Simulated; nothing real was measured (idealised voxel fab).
The name of this process module is voxel self aligned vias.
Each square cell in cross-section cut measures 5 nm, and the section as a whole is 290 nm wide.
Notation: cross-section as square-cell grid; stated in bands, top first, going down; one or more cell rows per band.
What a band's entry tells you: where the top is and where the bottom is, as heights in nm, and after that what lies inside, material by material from left to right, each with its width in nm. Empty space is written as the word "blank", and a single material marked with the word "everywhere" occupies the band from edge to edge.
Beneath 0, the wafer as received is one material, and that level is where height counting begins. The lowest band goes on downward without a bottom; it is written like "0..down".
Note: "30->40" means the width goes from the first number (top row of the band) to the second number (bottom row) in equal steps per row of cells.
Any step labelled "remained unchanged" changed none of the cells in the cross-section.
"Voids lacking openings" - sealed voids, min. 8 cells, no opening to top; format: width x height at distance (distance from left edge; nm throughout).
It should be noted that, on the line of a given step, the content following the step's settings is a remark produced by the simulator itself with respect to that step.
If you see "overlay nm" on a step's line and that step has a mask, it's telling you how far right of where it was planned the mask ended up; a negative number means it went left instead.
## Process steps foreseen in the plan
1: op RECEIVE | material Si
2: op CONFORMAL_DEP | material SiO2 | thk nm 15
3: op CONFORMAL_DEP | material SiCN | thk nm 5
4: op DIRECTIONAL_DEP | material SiO2 | thk nm 30
5: op DIRECTIONAL_DEP | material aC | thk nm 15
6: op PATTERN | tone open | mask id LINES | material resist | width nm 30 | pitch nm 70 | thk nm 30 | overlay nm 0
7: op DIRECTIONAL_ETCH | etch materials aC | depth nm 15
8: op STRIP | etch materials resist
9: op DIRECTIONAL_ETCH | etch materials SiO2 | depth nm 30
10: op STRIP | etch materials aC
11: op CONFORMAL_DEP | material TiN | thk nm 5
12: op FILL_DEP | material W | thk nm 10
13: op CMP | height nm 50
14: op SELECTIVE_ETCH | etch materials W Ru TiN | depth nm 10
15: op FILL_DEP | material SiN | thk nm 5
16: op CMP | height nm 50
17: op DIRECTIONAL_DEP | material SiO2 | thk nm 15
18: op DIRECTIONAL_DEP | material aC | thk nm 15
19: op PATTERN | tone open | mask id VIAS | material resist | width nm 50 | pitch nm 70 | thk nm 30 | overlay nm 0
20: op DIRECTIONAL_ETCH | etch materials aC | depth nm 15
21: op STRIP | etch materials resist
22: op DIRECTIONAL_ETCH | etch materials SiO2 | depth nm 15
23: op DIRECTIONAL_ETCH | etch materials SiN | depth nm 10
24: op STRIP | etch materials aC
25: op CONFORMAL_DEP | material TiN | thk nm 5
26: op FILL_DEP | material W | thk nm 5
27: op CMP | height nm 65
28: op CONFORMAL_DEP | material SiCN | thk nm 5
## Step 1 complete: cross-section of the wafer as received
- 0..down  Si everywhere
- Voids lacking openings: none
## Final wafer profile in cross-section after the module, from the same start and plan as above, with one mistake made during processing
- 70..65  SiCN everywhere
- 65..55  SiO2 85 nm, then TiN 5 nm, then W 40 nm, then TiN 5 nm, then SiO2 20 nm, then TiN 5 nm, then W 40 nm, then TiN 5 nm, then SiO2 85 nm
- 55..45  SiO2 85->95 nm, then TiN 15->5 nm, then W 20 nm, then TiN 15->5 nm, then SiO2 20->40 nm, then TiN 15->5 nm, then W 20 nm, then TiN 15->5 nm, then SiO2 85->95 nm
- 45..35  SiO2 95 nm, then TiN 30 nm, then SiO2 40 nm, then TiN 30 nm, then SiO2 95 nm
- 35..30  SiCN everywhere
- 30..0  SiO2 everywhere
- 0..down  Si everywhere
- Voids lacking openings: none
It is concluded that the wafer was processed incorrectly with respect to the plan, in that twice, step 2 of the plan was run
